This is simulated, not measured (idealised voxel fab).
Process module, titled voxel self aligned contacts
Shown is cross-section cut, with a width of 170 nm and square cells of size 5 nm.
Reading order for cross-sections: top band down to bottom band. Underlying form: a grid of square cells. Band size: one or more rows of cells. The entry gives the band's vertical extent as a top height and a bottom height in nm, then its horizontal make-up as materials from left to right, each with a width in nm. "air" stands for empty space; a single material marked "all across" fills the band edge to edge. All heights in this document are referenced to 0, defined as the level beneath which the wafer, as received, consists entirely of one material. The lowest band is not bounded below; it extends indefinitely downward and is written in the form "z 0 and below". A two-number width, for instance "30 to 40", indicates that the width is equal to the first number in the top row of the band and to the second number in the bottom row, and that it changes by a constant amount per row of cells. What does "nothing changed" mean for a step? It means no cell of the cross-section changed in that step. "Trapped cavities" contains a list of empty spaces, each no smaller than 8 cells and without an open way to the top, written in the form width x height at distance with the distance from the left edge and all three in nm. Text after the settings on a step's line: the simulator's own remark on that step. "overlay nm", when on a step's line for a step with a mask, measures how far to the right of its planned place the mask lay; a negative measure means to the left.
Process steps - plan
1,RECEIVE with material Si
2,OXIDIZE with depth nm 5
3,DIRECTIONAL_DEP with material polySi, thk nm 30
4,DIRECTIONAL_DEP with material SiN, thk nm 25
5,DIRECTIONAL_DEP with material aC, thk nm 15
6,PATTERN with tone cover, mask id GATE, material resist, width nm 30, pitch nm 75, thk nm 35, overlay nm 0
7,DIRECTIONAL_ETCH with etch materials aC, depth nm 15
8,STRIP with etch materials resist
9,DIRECTIONAL_ETCH with etch materials SiN, depth nm 25
10,DIRECTIONAL_ETCH with etch materials polySi, depth nm 30
11,STRIP with etch materials aC
12,CONFORMAL_DEP with material SiN, thk nm 10
13,DIRECTIONAL_ETCH with etch materials SiN, depth nm 10
14,FILL_DEP with material SiO2, thk nm 15
15,CMP with height nm 60
16,MASKED_ETCH with tone open, mask id CONTACT, width nm 55, etch materials SiO2, depth nm 65, overlay nm 0
17,CONFORMAL_DEP with material TiN, thk nm 5
18,FILL_DEP with material W, thk nm 5
19,CMP with height nm 60
20,CONFORMAL_DEP with material SiN, thk nm 5
Shown in cross-section is the wafer as received, that is, as it stands after step 1
z 0 and below: Si all across
Trapped cavities: none
The module was run from the start shown above using the plan shown above, but one mistake was made doing it; the resulting wafer cross-section is below
z 65 to 60: SiN all across
z 60 to 55: 15 of W, then 40 of TiN, then 55 of SiO2, then 40 of TiN, then 20 of W
z 55 to 30: 15 of W, then 5 of TiN, then 50 of SiN, then 25 of SiO2, then 50 of SiN, then 5 of TiN, then 20 of W
z 30 to 0: 15 of W, then 5 of TiN, then 10 of SiN, then 30 of polySi, then 10 of SiN, then 25 of SiO2, then 10 of SiN, then 30 of polySi, then 10 of SiN, then 5 of TiN, then 20 of W
z 0 to -5: 20 of TiN, then 125 of SiO2, then 25 of TiN
z -5 and below: Si all across
Trapped cavities: none
It is concluded that the wafer was processed incorrectly with respect to the plan, in that contrary to plan, step 16 was performed as MASKED_ETCH with tone cover, mask id CONTACT, width nm 55, etch materials SiO2, depth nm 65, overlay nm 0
